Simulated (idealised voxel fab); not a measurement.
Process module under the name voxel spacer lines
The cross-section on display is named cut; it measures 280 nm wide, and its cells are 5 nm squares.
Cross-section, as written here: a square-cell grid given band by band from the top down, where a band holds one or more rows of cells.
Band: top height; bottom height; in nm. Then, left to right: material with width in nm, for each material. "all across": a single material spanning edge to edge. "blank": empty space.
Ref level 0: as-received wafer is one material below here. Bottom band extends down with no lower bound ("0..down").
The notation "30..40" denotes a width that varies across the rows of cells in the band, beginning at the first number in the top row, finishing at the second number in the bottom row, and changing by an identical amount from each row to the next.
Any step labelled "identical to before" changed none of the cells in the cross-section.
Enclosed voids (no open way to top), threshold 8 cells or more, entry "Cavities, closed", notation width x height at distance, distance from left edge, nm.
On a step's line, text after the settings is the simulator commenting on that step.
The line of a step may include "overlay nm". On a step with a mask, this value is how far to the right of its planned place the mask lay. A negative value means the mask lay to the left.

[The steps planned for the process are as follows]
1 RECEIVE: material Si
2 CONFORMAL_DEP: material Al2O3, thk nm 10
3 DIRECTIONAL_DEP: material polySi, thk nm 15
4 DIRECTIONAL_DEP: material aC, thk nm 20
5 PATTERN: tone cover, mask id MANDREL, material resist, width nm 15, pitch nm 60, thk nm 30, overlay nm 0
6 DIRECTIONAL_ETCH: etch materials aC, depth nm 20
7 STRIP: etch materials resist
8 CONFORMAL_DEP: material SiO2, thk nm 10
9 DIRECTIONAL_ETCH: etch materials SiO2, depth nm 10
10 STRIP: etch materials aC
11 DIRECTIONAL_ETCH: etch materials polySi, depth nm 15
12 STRIP: etch materials SiO2
The plan's step 5 width nm is the first wafer's value; the wafers differ in this setting and start identical.

[Incoming state of the first of several wafers in cross-section: after step 1]
	0..down = Si all across
	Cavities, closed: none

[wafer rows; end of module; cells per material since receipt: (+) gained, (-) lost; then closed voids]
width nm 15; +112 Al2O3; +24 polySi; Cavities, closed: none
width nm 20; +112 Al2O3; +24 polySi; Cavities, closed: none
width nm 25; +112 Al2O3; +24 polySi; Cavities, closed: none
width nm 30; +112 Al2O3; +24 polySi; Cavities, closed: none
width nm 35; +112 Al2O3; +24 polySi; Cavities, closed: none
